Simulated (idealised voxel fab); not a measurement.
process module | voxel capacitor over wiring
cross-section cut | 220 nm wide | cells 5 nm
A cross-section is a grid of square cells, given in bands from the top down. A band is one or more rows of cells.
Each band's line starts with the height of the band's top and of its bottom, in nm. Then come its materials from left to right, each with its width in nm. One material with "throughout" fills the band from edge to edge. "air" is empty space.
Height 0 is the level under which the wafer as received is all one material. The lowest band goes on downwards, as in "0 down".
A width such as "30 to 40" changes by the same amount from each row of cells to the next, from the band's top row to its bottom row.
"no change" after a step means that no cell of the cross-section changed.
closed voids: empty space of 8 cells or more with no open way to the top, each as width x height at its distance from the left edge, in nm
after a step's settings: what the simulator itself notes on the step
overlay nm, on a step with a mask: how far to the right of its planned place the mask lay; to the left if negative
plan
1 op RECEIVE | material Si
2 op CONFORMAL_DEP | material SiO2 | thk nm 15
3 op CONFORMAL_DEP | material SiN | thk nm 5
4 op DIRECTIONAL_DEP | material SiO2 | thk nm 25
5 op MASKED_ETCH | tone open | mask id METAL_1 | width nm 20 | pitch nm 80 | etch materials SiO2 | depth nm 25 | overlay nm 0
6 op MASKED_ETCH | tone open | mask id METAL_1 | width nm 20 | pitch nm 80 | etch materials SiN | depth nm 5 | overlay nm 0
7 op CONFORMAL_DEP | material TiN | thk nm 5
8 op FILL_DEP | material Ru | thk nm 10
9 op CMP | height nm 45
10 op EPI | material Ru | thk nm 5
11 op FILL_DEP | material SiCN | thk nm 5
12 op DIRECTIONAL_DEP | material lowk | thk nm 10
13 op MASKED_ETCH | tone open | mask id PLUG_1 | width nm 15 | etch materials lowk | depth nm 10 | overlay nm 0
14 op MASKED_ETCH | tone open | mask id PLUG_1 | width nm 15 | etch materials SiCN | depth nm 5 | overlay nm 0
15 op EPI | material Ru | thk nm 10
16 op EPI | material Ru | thk nm 5
17 op DIRECTIONAL_DEP | material TiN | thk nm 10
18 op DIRECTIONAL_DEP | material Al2O3 | thk nm 5
19 op DIRECTIONAL_DEP | material TiN | thk nm 10
20 op PATTERN | tone cover | mask id UPPER_PLATE | material resist | width nm 65 | thk nm 20 | overlay nm 0
21 op DIRECTIONAL_ETCH | etch materials TiN | depth nm 10
22 op DIRECTIONAL_ETCH | etch materials Al2O3 | depth nm 5
23 op STRIP | etch materials resist
24 op DIRECTIONAL_DEP | material aC | thk nm 15
25 op PATTERN | tone cover | mask id LOWER_PLATE | material resist | width nm 75 | thk nm 30 | overlay nm 0
26 op DIRECTIONAL_ETCH | etch materials aC | depth nm 15
27 op STRIP | etch materials resist
28 op DIRECTIONAL_ETCH | etch materials TiN | depth nm 10
29 op STRIP | etch materials aC
30 op FILL_DEP | material SiO2 | thk nm 15
31 op CMP | height nm 100
32 op DIRECTIONAL_DEP | material aC | thk nm 15
33 op PATTERN | tone open | mask id PLUG_2 | material resist | width nm 15 | thk nm 35 | overlay nm 0
34 op DIRECTIONAL_ETCH | etch materials aC | depth nm 15
35 op STRIP | etch materials resist
36 op DIRECTIONAL_ETCH | etch materials SiO2 | depth nm 10
37 op STRIP | etch materials aC
38 op CONFORMAL_DEP | material TiN | thk nm 5
39 op FILL_DEP | material Ru | thk nm 5
40 op CMP | height nm 100
41 op CONFORMAL_DEP | material SiN | thk nm 5
as received, after step 1
  0 down: Si throughout
  closed voids: none
a wafer at the end: this start, this plan, one mistake
  105 to 100: SiN throughout
  100 to 95: SiO2 75 | TiN 5 | Ru 5 | TiN 5 | SiO2 130
  95 to 90: SiO2 75 | TiN 15 | SiO2 130
  90 to 85: SiO2 throughout
  85 to 75: SiO2 65 | TiN 65 | SiO2 90
  75 to 65: SiO2 60 | TiN 75 | SiO2 85
  65 to 55: lowk 65 | Ru 15 | lowk 140
  55 to 50: SiCN 65 | Ru 15 | SiCN 140
  50 to 45: SiCN 55 | Ru 30 | SiCN 50 | Ru 30 | SiCN 55
  45 to 20: SiO2 60 | TiN 5 | Ru 10 | TiN 5 | SiO2 60 | TiN 5 | Ru 10 | TiN 5 | SiO2 60
  20 to 15: SiN 60 | TiN 20 | SiN 60 | TiN 20 | SiN 60
  15 to 0: SiO2 throughout
  0 down: Si throughout
  closed voids: none
what went wrong: step 18 was left out
